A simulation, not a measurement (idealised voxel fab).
The process module that follows is named voxel capacitor over wiring.
The width of the displayed cross-section, cut, is 265 nm; its cells are square, with a size of 5 nm.
This document writes a cross-section as a grid whose cells are square, and gives it as bands, listed from the top down; one or more rows of cells form a band.
Basically the band line says how high the top is and how high the bottom is, in nm, and then what's in it from left to right, every material with its width in nm. Empty space shows up as "air", and if a single material carries "everywhere" it runs the full band edge to edge.
Heights are expressed relative to 0, this being the level below which the as-received wafer comprises one material exclusively. The lowest band is unbounded in the downward direction and is denoted as in "0 -> down".
Think of "30->40" as a width that walks from the first number to the second as you go down the band, top row to bottom row, taking equal-sized steps from row to row.
Given "nothing was modified" for a step, no cell of the cross-section differs between before and after that step.
Each empty space that has no open way to the top and spans at least 8 cells appears under "Closed empty spaces" as width x height at distance, the distance counted from the left edge, all in nm.
It should be noted that, on the line of a given step, the content following the step's settings is a remark produced by the simulator itself with respect to that step.
The optional step-line setting "overlay nm" applies to steps with a mask and quantifies how far to the right of its planned location the mask lay, a negative value indicating leftward placement.
Process steps (planned):
| 1 | RECEIVE with material Si |
| 2 | CONFORMAL_DEP with material SiO2, thk nm 15 |
| 3 | DIRECTIONAL_DEP with material TiN, thk nm 5 |
| 4 | DIRECTIONAL_DEP with material W, thk nm 15 |
| 5 | PATTERN with tone cover, mask id METAL_1, material resist, width nm 25, pitch nm 80, thk nm 15, overlay nm 0 |
| 6 | DIRECTIONAL_ETCH with etch materials W, depth nm 15 |
| 7 | DIRECTIONAL_ETCH with etch materials TiN, depth nm 5 |
| 8 | STRIP with etch materials resist |
| 9 | CONFORMAL_DEP with material SiCN, thk nm 5 |
| 10 | FILL_DEP with material lowk, thk nm 5 |
| 11 | CMP with height nm 35 |
| 12 | CONFORMAL_DEP with material SiCN, thk nm 5 |
| 13 | DIRECTIONAL_DEP with material lowk, thk nm 20 |
| 14 | PATTERN with tone open, mask id PLUG_1, material resist, width nm 15, thk nm 15, overlay nm 0 |
| 15 | DIRECTIONAL_ETCH with etch materials lowk, depth nm 20 |
| 16 | DIRECTIONAL_ETCH with etch materials SiCN, depth nm 5 |
| 17 | STRIP with etch materials resist |
| 18 | CONFORMAL_DEP with material TiN, thk nm 5 |
| 19 | FILL_DEP with material W, thk nm 5 |
| 20 | CMP with height nm 60 |
| 21 | DIRECTIONAL_DEP with material TiN, thk nm 5 |
| 22 | DIRECTIONAL_DEP with material HfO2, thk nm 5 |
| 23 | DIRECTIONAL_DEP with material TiN, thk nm 5 |
| 24 | PATTERN with tone cover, mask id UPPER_PLATE, material resist, width nm 60, thk nm 15, overlay nm 0 |
| 25 | DIRECTIONAL_ETCH with etch materials TiN, depth nm 5 |
| 26 | DIRECTIONAL_ETCH with etch materials HfO2, depth nm 5 |
| 27 | STRIP with etch materials resist |
| 28 | PATTERN with tone cover, mask id LOWER_PLATE, material resist, width nm 70, thk nm 15, overlay nm 0 |
| 29 | DIRECTIONAL_ETCH with etch materials TiN, depth nm 5 |
| 30 | STRIP with etch materials resist |
| 31 | FILL_DEP with material SiO2, thk nm 15 |
| 32 | CMP with height nm 85 |
| 33 | DIRECTIONAL_DEP with material aC, thk nm 10 |
| 34 | PATTERN with tone open, mask id PLUG_2, material resist, width nm 15, thk nm 30, overlay nm 0 |
| 35 | DIRECTIONAL_ETCH with etch materials aC, depth nm 10 |
| 36 | STRIP with etch materials resist |
| 37 | DIRECTIONAL_ETCH with etch materials SiO2, depth nm 10 |
| 38 | STRIP with etch materials aC |
| 39 | CONFORMAL_DEP with material TiN, thk nm 5 |
| 40 | FILL_DEP with material Ru, thk nm 10 |
| 41 | CMP with height nm 85 |
| 42 | CONFORMAL_DEP with material SiCN, thk nm 5 |
Cross-section, incoming material, after step 1:
  0 -> down: Si everywhere
  Closed empty spaces: none
Post-module cross-section of the first of two wafers (run per plan):
  90 -> 85: SiCN everywhere
  85 -> 80: SiO2 (100), TiN (5), Ru (5), TiN (5), SiO2 (150)
  80 -> 70: SiO2 (100->90), TiN (15->60), SiO2 (150->115)
  70 -> 65: SiO2 (90), HfO2 (60), SiO2 (115)
  65 -> 60: SiO2 (85), TiN (70), SiO2 (110)
  60 -> 40: lowk (90), TiN (5), W (5), TiN (5), lowk (160)
  40 -> 35: SiCN (90), TiN (15), SiCN (160)
  35 -> 20: lowk (75), SiCN (5), W (25), SiCN (5), lowk (45), SiCN (5), W (25), SiCN (5), lowk (75)
  20 -> 15: SiCN (80), TiN (25), SiCN (55), TiN (25), SiCN (80)
  15 -> 0: SiO2 everywhere
  0 -> down: Si everywhere
  Closed empty spaces: none
Same start, same plan as the first wafer - but one mistake in the run. Cross-section of the second of the two at the end of the module:
  90 -> 85: SiCN everywhere
  85 -> 80: SiO2 (100), TiN (5), Ru (5), TiN (5), SiO2 (150)
  80 -> 70: SiO2 (100->90), TiN (15->60), SiO2 (150->115)
  70 -> 65: SiO2 (90), HfO2 (60), SiO2 (115)
  65 -> 60: SiO2 (80), TiN (80), SiO2 (105)
  60 -> 40: lowk (90), TiN (5), W (5), TiN (5), lowk (160)
  40 -> 35: SiCN (90), TiN (15), SiCN (160)
  35 -> 20: lowk (75), SiCN (5), W (25), SiCN (5), lowk (45), SiCN (5), W (25), SiCN (5), lowk (75)
  20 -> 15: SiCN (80), TiN (25), SiCN (55), TiN (25), SiCN (80)
  15 -> 0: SiO2 everywhere
  0 -> down: Si everywhere
  Closed empty spaces: none
Which mistake was made when the wafer was run? the process deviated at step 28: the operation and settings actually run there were PATTERN with tone cover, mask id LOWER_PLATE, material resist, width nm 80, thk nm 15, overlay nm 0
In the final state, the cell counts of the second wafer exceed or fall short of those of the first for the following materials: SiO2: 2 fewer, TiN: 2 more
